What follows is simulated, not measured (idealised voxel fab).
process module | voxel released beams
cross-section cut | 270 nm wide | cells 5 nm
A cross-section is a grid of square cells, given in bands from the top down. A band is one or more rows of cells.
Each band's line starts with the height of the band's top and of its bottom, in nm. Then come its materials from left to right, each with its width in nm. One material with "throughout" fills the band from edge to edge. "air" is empty space.
Height 0 is the level under which the wafer as received is all one material. The lowest band goes on downwards, as in "0 down".
A width such as "30 to 40" changes by the same amount from each row of cells to the next, from the band's top row to its bottom row.
"no change" after a step means that no cell of the cross-section changed.
closed voids: empty space of 8 cells or more with no open way to the top, each as width x height at its distance from the left edge, in nm
after a step's settings: what the simulator itself notes on the step
overlay nm, on a step with a mask: how far to the right of its planned place the mask lay; to the left if negative
plan
1 op RECEIVE | material Si
2 op CONFORMAL_DEP | material Al2O3 | thk nm 10
3 op DIRECTIONAL_DEP | material SiO2 | thk nm 15
4 op PATTERN | tone open | mask id ANCHOR | material resist | width nm 40 | thk nm 15 | overlay nm -15
5 op DIRECTIONAL_ETCH | etch materials SiO2 | depth nm 15
6 op STRIP | etch materials resist
7 op CONFORMAL_DEP | material polySi | thk nm 15
8 op PATTERN | tone cover | mask id BEAM | material resist | width nm 125 | thk nm 20 | overlay nm 0
9 op DIRECTIONAL_ETCH | etch materials polySi | depth nm 15
10 op STRIP | etch materials resist
11 op STRIP | etch materials SiO2
varied across the wafers: overlay nm of step 4. The plan shows the first wafer's value. All wafers start alike
first wafer as received, after step 1
  0 down: Si throughout
  closed voids: none
first wafer at the end, after step 11
  40 to 25: air 70 | polySi 5 | air 10 | polySi 110 | air 75
  25 to 10: air 60 | polySi 40 | air 170
  10 to 0: Al2O3 throughout
  0 down: Si throughout
  closed voids: none
last wafer at the end
  40 to 25: air 70 | polySi 35 | air 10 | polySi 80 | air 75
  25 to 10: air 90 | polySi 40 | air 140
  10 to 0: Al2O3 throughout
  0 down: Si throughout
  closed voids: none
each wafer at the end: cells of each material gained (+) or lost (-) since it was received, then its closed voids
overlay nm -15 | +108 Al2O3 | +93 polySi | closed voids: none
overlay nm -10 | +108 Al2O3 | +93 polySi | closed voids: none
overlay nm -5 | +108 Al2O3 | +93 polySi | closed voids: none
overlay nm 0 | +108 Al2O3 | +93 polySi | closed voids: none
overlay nm 5 | +108 Al2O3 | +93 polySi | closed voids: none
overlay nm 10 | +108 Al2O3 | +93 polySi | closed voids: none
overlay nm 15 | +108 Al2O3 | +93 polySi | closed voids: none
